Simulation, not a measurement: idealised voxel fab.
Module name: voxel ribs on slabs (process module)
Shown is cross-section cut, with a width of 145 nm and square cells of size 5 nm.
Cross-section layout: square cells on a grid; listed as bands, top to bottom; a band spans one or more cell rows. Per band: top height and bottom height in nm, followed by the left-to-right materials and their widths in nm; "throughout" marks a single material spanning edge to edge, "blank" marks empty space. The level at which height equals 0 is the one under which the wafer, as it arrives, is entirely one material. No lower edge exists for the bottom band, which continues downward and is notated as in "0..down". The notation "30..40" denotes a width that varies across the rows of cells in the band, beginning at the first number in the top row, finishing at the second number in the bottom row, and changing by an identical amount from each row to the next. Step note "no alterations made" = no cross-section cell changed. The list in "Closed void table" covers empty spaces of 8 cells or more that cannot reach the top through any open way, and it gives each as width x height at distance; the distance is from the left edge, and width, height and distance are in nm. Where a step's line continues beyond its settings, the continuation is a remark by the simulator itself on that step. What "overlay nm" on a step's line means: if the step has a mask, that mask lay this far to the right of its planned place, or, when the value is negative, to the left.

## Set out below are the planned steps of the process
1. RECEIVE | material Si
2. DIRECTIONAL_DEP | material SiO2 | thk nm 10
3. DIRECTIONAL_DEP | material polySi | thk nm 20
4. DIRECTIONAL_DEP | material aC | thk nm 15
5. PATTERN | tone cover | mask id RIB | material resist | width nm 15 | thk nm 35 | overlay nm 0
6. DIRECTIONAL_ETCH | etch materials aC | depth nm 15
7. STRIP | etch materials resist
8. DIRECTIONAL_ETCH | etch materials polySi | depth nm 15
9. STRIP | etch materials aC
10. PATTERN | tone cover | mask id SLAB | material resist | width nm 65 | thk nm 20 | overlay nm 0
11. DIRECTIONAL_ETCH | etch materials polySi | depth nm 5
12. STRIP | etch materials resist
13. FILL_DEP | material SiO2 | thk nm 20
14. CMP | height nm 50
15. DIRECTIONAL_DEP | material W | thk nm 5
16. MASKED_ETCH | tone cover | mask id HEATER | width nm 25 | etch materials W | depth nm 5 | overlay nm 0
17. CONFORMAL_DEP | material SiN | thk nm 5
Among the wafers covered here, the point of difference is the thk nm at step 2; their starting state is shared, and the plan presents the value of the first wafer.

## Cut through the first of several wafers as received, post step 1
* 0..down  Si throughout
* Closed void table: none

## End of module, by wafer: material-by-material cell gain (+) or loss (-) since receipt, then closed voids
thk nm 10, +31 SiN, +268 SiO2, +5 W, +22 polySi, Closed void table: none
thk nm 15, +31 SiN, +268 SiO2, +5 W, +22 polySi, Closed void table: none
thk nm 20, +31 SiN, +268 SiO2, +5 W, +22 polySi, Closed void table: none
thk nm 25, +31 SiN, +268 SiO2, +5 W, +22 polySi, Closed void table: none
thk nm 30, +31 SiN, +268 SiO2, +5 W, +22 polySi, Closed void table: none
thk nm 35, +31 SiN, +271 SiO2, +5 W, +19 polySi, Closed void table: none
